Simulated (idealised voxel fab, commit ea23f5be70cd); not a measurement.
Process module name: voxel transistor to metal
It is cross-section cut that appears here, measuring 280 nm in width, its square cells being 5 nm in size.
A cross-section is a grid of square cells, given in bands from the top down. A band is one or more rows of cells. Read a band's entry like this: the first values are the height of its top and the height of its bottom in nm, and what follows is the sequence of materials from left to right, each with its width in nm. Note that "air" is empty space, and that a single material marked "full width" reaches across the band from edge to edge. Counting heights begins at 0, where everything beneath is, in the wafer as received, one material. The lowest band has no bottom; it goes on downwards, as "z 0 and below" shows. A width such as "30..40" changes by the same amount from each row of cells to the next, from the band's top row to its bottom row. "no modification" (step): cross-section cells unchanged, all of them. Heads up: "Entrapped voids" only lists the empty pockets with no open path to the top that are 8 cells or more, and it writes them as width x height at distance, distance from the left edge, in nm. It should be noted that, on the line of a given step, the content following the step's settings is a remark produced by the simulator itself with respect to that step. overlay nm: how far to the right of its planned place the mask lay on this masked step (negative: to the left).

## So here's the lineup of process steps we planned
1: RECEIVE (material Si)
2: OXIDIZE (depth nm 5)
3: CONFORMAL_DEP (material SiN; thk nm 10)
4: MASKED_ETCH (tone cover; mask id ACTIVE; width nm 110; pitch nm 135; etch materials SiN; depth nm 10; overlay nm 0)
5: MASKED_ETCH (tone cover; mask id ACTIVE; width nm 110; pitch nm 135; etch materials SiO2; depth nm 5; overlay nm 0)
6: MASKED_ETCH (tone cover; mask id ACTIVE; width nm 110; pitch nm 135; etch materials Si; depth nm 35; overlay nm 0)
7: FILL_DEP (material SiO2; thk nm 10)
8: CMP (height nm 10)
9: SELECTIVE_ETCH (etch materials SiO2; depth nm 10)
10: STRIP (etch materials SiN)
11: SELECTIVE_ETCH (etch materials SiO2; depth nm 5)
12: OXIDIZE (depth nm 5)
13: DIRECTIONAL_DEP (material polySi; thk nm 20)
14: DIRECTIONAL_DEP (material SiCN; thk nm 10)
15: PATTERN (tone cover; mask id GATE; material resist; width nm 30; pitch nm 135; thk nm 15; overlay nm 0)
16: DIRECTIONAL_ETCH (etch materials SiCN; depth nm 20)
17: DIRECTIONAL_ETCH (etch materials polySi; depth nm 30)
18: STRIP (etch materials resist)
19: CONFORMAL_DEP (material SiN; thk nm 5)
20: DIRECTIONAL_ETCH (etch materials SiN; depth nm 5)
21: DIRECTIONAL_ETCH (etch materials SiO2; depth nm 5)
22: DIRECTIONAL_ETCH (etch materials Si; depth nm 15)
23: EPI (material SiGe; thk nm 15)
24: FILL_DEP (material SiO2; thk nm 10)
25: CMP (height nm 15)
26: STRIP (etch materials polySi)
27: SELECTIVE_ETCH (etch materials SiO2; depth nm 5)
28: CONFORMAL_DEP (material HfO2; thk nm 5)
29: CONFORMAL_DEP (material TiN; thk nm 5)
30: FILL_DEP (material W; thk nm 5)
31: CMP (height nm 10)
32: DIRECTIONAL_DEP (material SiO2; thk nm 10)
33: MASKED_ETCH (tone open; mask id CONTACT; width nm 20; etch materials SiO2; depth nm 20; overlay nm 0)
34: CONFORMAL_DEP (material TiN; thk nm 5)
35: FILL_DEP (material W; thk nm 5)
36: CMP (height nm 20)
37: DIRECTIONAL_DEP (material TiN; thk nm 5)
38: DIRECTIONAL_DEP (material W; thk nm 20)
39: PATTERN (tone cover; mask id METAL_1; material resist; width nm 20; thk nm 20; overlay nm 0)
40: DIRECTIONAL_ETCH (etch materials W; depth nm 20)
41: DIRECTIONAL_ETCH (etch materials TiN; depth nm 5)
42: STRIP (etch materials resist)
43: CONFORMAL_DEP (material SiCN; thk nm 5)
44: FILL_DEP (material SiO2; thk nm 5)
45: CMP (height nm 45)
46: CONFORMAL_DEP (material SiN; thk nm 5)
The value of depth nm given for step 33 in the plan refers to the first wafer; the wafers vary in this setting and are alike at the start.

## Here's the first of the wafers in cross-section, just as we got it, i.e. after step 1
  z 0 and below: Si full width
  Entrapped voids: none

## Where each wafer stands at the end of the module, a row apiece: cells of each material gained (+) or lost (-) since it was received, then closed voids
depth nm 20, +28 HfO2, -268 Si, +72 SiCN, +120 SiGe, +68 SiN, +376 SiO2, +72 TiN, +92 W, Entrapped voids: none
depth nm 25, +28 HfO2, -268 Si, +72 SiCN, +120 SiGe, +68 SiN, +364 SiO2, +80 TiN, +96 W, Entrapped voids: none
depth nm 30, +28 HfO2, -268 Si, +72 SiCN, +120 SiGe, +68 SiN, +352 SiO2, +88 TiN, +100 W, Entrapped voids: none
depth nm 35, +28 HfO2, -268 Si, +72 SiCN, +120 SiGe, +68 SiN, +352 SiO2, +88 TiN, +100 W, Entrapped voids: none
depth nm 40, +28 HfO2, -268 Si, +72 SiCN, +120 SiGe, +68 SiN, +352 SiO2, +88 TiN, +100 W, Entrapped voids: none
depth nm 45, +28 HfO2, -268 Si, +72 SiCN, +120 SiGe, +68 SiN, +352 SiO2, +88 TiN, +100 W, Entrapped voids: none
